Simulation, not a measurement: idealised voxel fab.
Process module under the name voxel wiring stack
200 nm wide, 5 nm square cells: that's cross-section cut.
Reading order for cross-sections: top band down to bottom band. Underlying form: a grid of square cells. Band size: one or more rows of cells. Within each band entry, the heights of the top and of the bottom of the band appear first, in that order and in nm; the materials of the band then follow from left to right, each with its corresponding width in nm. The designation "full width" on a single material indicates that it fills the band from edge to edge; the designation "empty" indicates empty space. Convention: height 0 is the level below which the wafer, as received, is all one material. The lowest band does not terminate at the bottom but continues downward, represented as "0..down". The notation "30 to 40" denotes a width that varies across the rows of cells in the band, beginning at the first number in the top row, finishing at the second number in the bottom row, and changing by an identical amount from each row to the next. No cell of the cross-section changed in a step that is given as "left unchanged". The entry "Internal closed voids" lists the empty spaces that cover at least 8 cells and have no open path to the top. Each is written as width x height at distance, where the distance is measured from the left edge and all three values are in nm. Heads up: the bit after the settings on a step's line is the simulator's remark on that step. For masked steps, "overlay nm" on the step line gives how far right of plan the mask actually lay; a minus sign means it lay to the left.

The steps planned for the process are as follows:
1 RECEIVE [material Si]
2 CONFORMAL_DEP [material SiO2] [thk nm 15]
3 CONFORMAL_DEP [material SiN] [thk nm 5]
4 DIRECTIONAL_DEP [material lowk] [thk nm 25]
5 DIRECTIONAL_DEP [material aC] [thk nm 10]
6 PATTERN [tone open] [mask id METAL_1] [material resist] [width nm 25] [pitch nm 45] [thk nm 30] [overlay nm 0]
7 DIRECTIONAL_ETCH [etch materials aC] [depth nm 10]
8 STRIP [etch materials resist]
9 DIRECTIONAL_ETCH [etch materials lowk] [depth nm 25]
10 DIRECTIONAL_ETCH [etch materials SiN] [depth nm 5]
11 STRIP [etch materials aC]
12 CONFORMAL_DEP [material TiN] [thk nm 5]
13 FILL_DEP [material Ru] [thk nm 5]
14 CMP [height nm 45]
15 CONFORMAL_DEP [material SiCN] [thk nm 5]
16 DIRECTIONAL_DEP [material SiO2] [thk nm 15]
17 MASKED_ETCH [tone open] [mask id PLUG_1] [width nm 15] [pitch nm 45] [etch materials SiO2] [depth nm 15] [overlay nm 0]
18 MASKED_ETCH [tone open] [mask id PLUG_1] [width nm 15] [pitch nm 45] [etch materials SiCN] [depth nm 5] [overlay nm 0]
19 EPI [material Ru] [thk nm 10]
20 EPI [material Ru] [thk nm 10]
21 CONFORMAL_DEP [material SiN] [thk nm 5]
22 DIRECTIONAL_DEP [material lowk] [thk nm 20]
23 MASKED_ETCH [tone open] [mask id METAL_2] [width nm 25] [pitch nm 45] [etch materials lowk] [depth nm 20] [overlay nm 0]
24 MASKED_ETCH [tone open] [mask id METAL_2] [width nm 25] [pitch nm 45] [etch materials SiN] [depth nm 5] [overlay nm 0]
25 CONFORMAL_DEP [material TiN] [thk nm 5]
26 FILL_DEP [material Ru] [thk nm 10]
27 CMP [height nm 90]
28 CONFORMAL_DEP [material SiCN] [thk nm 5]
29 DIRECTIONAL_DEP [material SiO2] [thk nm 10]
30 MASKED_ETCH [tone open] [mask id PLUG_2] [width nm 15] [etch materials SiO2] [depth nm 10] [overlay nm 0]
31 MASKED_ETCH [tone open] [mask id PLUG_2] [width nm 15] [etch materials SiCN] [depth nm 5] [overlay nm 0]
32 EPI [material Ru] [thk nm 10]
33 EPI [material Ru] [thk nm 5]
34 CONFORMAL_DEP [material SiN] [thk nm 5]
35 DIRECTIONAL_DEP [material lowk] [thk nm 20]
36 DIRECTIONAL_DEP [material aC] [thk nm 15]
37 PATTERN [tone open] [mask id METAL_3] [material resist] [width nm 25] [pitch nm 45] [thk nm 30] [overlay nm 0]
38 DIRECTIONAL_ETCH [etch materials aC] [depth nm 15]
39 STRIP [etch materials resist]
40 DIRECTIONAL_ETCH [etch materials lowk] [depth nm 20]
41 DIRECTIONAL_ETCH [etch materials SiN] [depth nm 5]
42 STRIP [etch materials aC]
43 CONFORMAL_DEP [material TiN] [thk nm 5]
44 FILL_DEP [material Ru] [thk nm 5]
45 CMP [height nm 130]
46 CONFORMAL_DEP [material SiCN] [thk nm 5]

Cross-section of the incoming wafer, state after step 1:
	0..down | Si full width
	Internal closed voids: none

End-of-module cross-section of the first of two wafers, processed as planned:
	135..130 | SiCN full width
	130..110 | lowk 65 nm; TiN 5 nm; Ru 15 nm; TiN 5 nm; lowk 20 nm; TiN 5 nm; Ru 15 nm; TiN 5 nm; lowk 65 nm
	110..105 | SiN 65 nm; TiN 25 nm; SiN 20 nm; TiN 25 nm; SiN 65 nm
	105..95 | SiO2 65 nm; Ru 15 nm; SiO2 120 nm
	95..90 | SiCN 65 nm; Ru 15 nm; SiCN 120 nm
	90..70 | lowk 65 nm; TiN 5 nm; Ru 15 nm; TiN 5 nm; lowk 20 nm; TiN 5 nm; Ru 15 nm; TiN 5 nm; lowk 65 nm
	70..65 | SiN 65 nm; TiN 25 nm; SiN 20 nm; TiN 25 nm; SiN 65 nm
	65..50 | SiO2 65 nm; Ru 15 nm; SiO2 30 nm; Ru 15 nm; SiO2 75 nm
	50..45 | SiCN 65 nm; Ru 15 nm; SiCN 30 nm; Ru 15 nm; SiCN 75 nm
	45..20 | lowk 65 nm; TiN 5 nm; Ru 15 nm; TiN 5 nm; lowk 20 nm; TiN 5 nm; Ru 15 nm; TiN 5 nm; lowk 65 nm
	20..15 | SiN 65 nm; TiN 25 nm; SiN 20 nm; TiN 25 nm; SiN 65 nm
	15..0 | SiO2 full width
	0..down | Si full width
	Internal closed voids: none

The second wafer, shown in cross-section after the module: started the same way as the first and given the same plan, yet one mistake crept into how it was run:
	135..130 | SiCN full width
	130..125 | TiN 70 nm; Ru 15 nm; TiN 30 nm; Ru 15 nm; TiN 70 nm
	125..110 | lowk 65 nm; TiN 5 nm; Ru 15 nm; TiN 5 nm; lowk 20 nm; TiN 5 nm; Ru 15 nm; TiN 5 nm; lowk 65 nm
	110..105 | lowk 65 nm; TiN 25 nm; lowk 20 nm; TiN 25 nm; lowk 65 nm
	105..95 | SiO2 65 nm; Ru 15 nm; SiO2 120 nm
	95..90 | SiCN 65 nm; Ru 15 nm; SiCN 120 nm
	90..70 | lowk 65 nm; TiN 5 nm; Ru 15 nm; TiN 5 nm; lowk 20 nm; TiN 5 nm; Ru 15 nm; TiN 5 nm; lowk 65 nm
	70..65 | SiN 65 nm; TiN 25 nm; SiN 20 nm; TiN 25 nm; SiN 65 nm
	65..50 | SiO2 65 nm; Ru 15 nm; SiO2 30 nm; Ru 15 nm; SiO2 75 nm
	50..45 | SiCN 65 nm; Ru 15 nm; SiCN 30 nm; Ru 15 nm; SiCN 75 nm
	45..20 | lowk 65 nm; TiN 5 nm; Ru 15 nm; TiN 5 nm; lowk 20 nm; TiN 5 nm; Ru 15 nm; TiN 5 nm; lowk 65 nm
	20..15 | SiN 65 nm; TiN 25 nm; SiN 20 nm; TiN 25 nm; SiN 65 nm
	15..0 | SiO2 full width
	0..down | Si full width
	Internal closed voids: none
In executing the process, a mistake was made relative to the plan: step 34 of the plan was jumped over and never run
Looking at both finished wafers in cells, the second ends up ahead of or behind the first on some materials: SiN: 30 fewer; TiN: 30 more
